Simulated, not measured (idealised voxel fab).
The following process module bears the name voxel ribs on slabs.
Cross-sectional view cut (width: 165 nm; square cell size: 5 nm).
If you're reading a cross-section in this doc, picture square cells in a grid; it comes to you as bands, top ones listed first down to the bottom, and a band can be one or more rows of cells.
First you get the band's top height and its bottom height, in nm, and then the materials it's made of, left to right, with each width in nm. If you see a single material with "all across", that one covers the band edge to edge. "blank" is empty space.
Note: height 0 marks the level under which the wafer is uniformly one material as received. Lowest band unbounded below, written "0..down".
A width given as "30->40" starts at the first number in the band's top row and ends at the second number in its bottom row, shifting by an equal amount at every step from row to row.
"nothing got changed" for a step: no cell of the cross-section changed in that step.
"Enclosed voids" lists enclosed empty spaces (at least 8 cells, no open path upward to the top), each as width x height at distance from the left edge, in nm.
Note: text after step settings on the step line = simulator remark on that step.
Steps that use a mask can have "overlay nm" on their line. It says how far the mask sat to the right of where it was meant to be. Negative means to the left.
THE PROCESS STEPS THAT WERE PLANNED ARE LISTED BELOW
1. RECEIVE [material Si]
2. DIRECTIONAL_DEP [material SiO2] [thk nm 30]
3. DIRECTIONAL_DEP [material SiN] [thk nm 25]
4. MASKED_ETCH [tone cover] [mask id RIB] [width nm 25] [etch materials SiN] [depth nm 15] [overlay nm 0]
5. DIRECTIONAL_DEP [material aC] [thk nm 15]
6. PATTERN [tone cover] [mask id SLAB] [material resist] [width nm 55] [thk nm 30] [overlay nm 0]
7. DIRECTIONAL_ETCH [etch materials aC] [depth nm 15]
8. STRIP [etch materials resist]
9. DIRECTIONAL_ETCH [etch materials SiN] [depth nm 10]
10. STRIP [etch materials aC]
11. FILL_DEP [material SiO2] [thk nm 15]
12. CMP [height nm 65]
13. DIRECTIONAL_DEP [material W] [thk nm 5]
14. PATTERN [tone cover] [mask id HEATER] [material resist] [width nm 35] [thk nm 20] [overlay nm 0]
15. DIRECTIONAL_ETCH [etch materials W] [depth nm 5]
16. STRIP [etch materials resist]
17. CONFORMAL_DEP [material SiO2] [thk nm 5]
OF TWO WAFERS, THE FIRST: RUN ACCORDING TO PLAN
CROSS-SECTION OF THE INCOMING WAFER, STATE AFTER STEP 1
  0..down  Si all across
  Enclosed voids: none
TAKE A LOOK AT THE WAFER'S CROSS-SECTION AFTER STEP 2
  30..0  SiO2 all across
  No changes below 0.
TAKE A LOOK AT THE WAFER'S CROSS-SECTION AFTER STEP 3
  55..30  SiN all across
  No changes below 30.
TAKE A LOOK AT THE WAFER'S CROSS-SECTION AFTER STEP 4
  55..40  blank: 70, SiN: 25, blank: 70
  No changes below 40.
TAKE A LOOK AT THE WAFER'S CROSS-SECTION AFTER STEP 5
  70..55  blank: 70, aC: 25, blank: 70
  55..40  aC: 70, SiN: 25, aC: 70
  No changes below 40.
TAKE A LOOK AT THE WAFER'S CROSS-SECTION AFTER STEP 6
  100..70  blank: 55, resist: 55, blank: 55
  70..55  blank: 55, resist: 15, aC: 25, resist: 15, blank: 55
  No changes below 55.
TAKE A LOOK AT THE WAFER'S CROSS-SECTION AFTER STEP 7
  85..70  blank: 55, resist: 55, blank: 55
  70..55  blank: 55, resist: 15, aC: 25, resist: 15, blank: 55
  55..40  blank: 55, aC: 15, SiN: 25, aC: 15, blank: 55
  No changes below 40.
TAKE A LOOK AT THE WAFER'S CROSS-SECTION AFTER STEP 8
  70..55  blank: 70, aC: 25, blank: 70
  No changes below 55.
TAKE A LOOK AT THE WAFER'S CROSS-SECTION AFTER STEP 9
  70..55  blank: 70, aC: 25, blank: 70
  55..40  blank: 55, aC: 15, SiN: 25, aC: 15, blank: 55
  40..30  blank: 55, SiN: 55, blank: 55
  No changes below 30.
TAKE A LOOK AT THE WAFER'S CROSS-SECTION AFTER STEP 10
  55..40  blank: 70, SiN: 25, blank: 70
  No changes below 40.
TAKE A LOOK AT THE WAFER'S CROSS-SECTION AFTER STEP 11
  70..55  SiO2 all across
  55..40  SiO2: 70, SiN: 25, SiO2: 70
  40..30  SiO2: 55, SiN: 55, SiO2: 55
  No changes below 30.
TAKE A LOOK AT THE WAFER'S CROSS-SECTION AFTER STEP 12
  65..55  SiO2 all across
  No changes below 55.
TAKE A LOOK AT THE WAFER'S CROSS-SECTION AFTER STEP 13
  70..65  W all across
  No changes below 65.
TAKE A LOOK AT THE WAFER'S CROSS-SECTION AFTER STEP 14
  90..70  blank: 65, resist: 35, blank: 65
  No changes below 70.
TAKE A LOOK AT THE WAFER'S CROSS-SECTION AFTER STEP 15
  90..70  blank: 65, resist: 35, blank: 65
  70..65  blank: 65, W: 35, blank: 65
  No changes below 65.
TAKE A LOOK AT THE WAFER'S CROSS-SECTION AFTER STEP 16
  70..65  blank: 65, W: 35, blank: 65
  No changes below 65.
TAKE A LOOK AT THE WAFER'S CROSS-SECTION AFTER STEP 17
  75..70  blank: 60, SiO2: 45, blank: 60
  70..65  SiO2: 65, W: 35, SiO2: 65
  No changes below 65.
OKAY, SECOND WAFER. NOTHING DIFFERENT AT THE START, NOTHING DIFFERENT IN THE PLAN, JUST ONE MISTAKE SOMEWHERE IN THE RUNNING. AS FAR AS STEP 11, COUNTING THAT STEP, IT'S THE FIRST WAFER ALL OVER AGAIN
HERE IS THE SECOND WAFER IN CROSS-SECTION AT THE POINT WHERE STEP 12 OF THE PLAN SHOULD HAVE BEEN DONE
  55..40  SiO2: 70, SiN: 25, SiO2: 70
  No changes below 40.
HERE IS THE SECOND WAFER IN CROSS-SECTION AT THE POINT WHERE STEP 13 OF THE PLAN SHOULD HAVE BEEN DONE
  60..55  W all across
  No changes below 55.
HERE IS THE SECOND WAFER IN CROSS-SECTION AT THE POINT WHERE STEP 14 OF THE PLAN SHOULD HAVE BEEN DONE
  80..60  blank: 65, resist: 35, blank: 65
  No changes below 60.
HERE IS THE SECOND WAFER IN CROSS-SECTION AT THE POINT WHERE STEP 15 OF THE PLAN SHOULD HAVE BEEN DONE
  80..60  blank: 65, resist: 35, blank: 65
  60..55  blank: 65, W: 35, blank: 65
  No changes below 55.
HERE IS THE SECOND WAFER IN CROSS-SECTION AT THE POINT WHERE STEP 16 OF THE PLAN SHOULD HAVE BEEN DONE
  60..55  blank: 65, W: 35, blank: 65
  No changes below 55.
HERE IS THE SECOND WAFER IN CROSS-SECTION AT THE POINT WHERE STEP 17 OF THE PLAN SHOULD HAVE BEEN DONE
  65..60  blank: 60, SiO2: 45, blank: 60
  60..55  SiO2: 65, W: 35, SiO2: 65
  No changes below 55.
The mistake made against the process plan was this: in deviation from the planned setting, step 12 was conducted as CMP [height nm 55]
The final cell counts differ between the wafers, with the second having more or fewer of some materials than the first: SiO2: 66 fewer
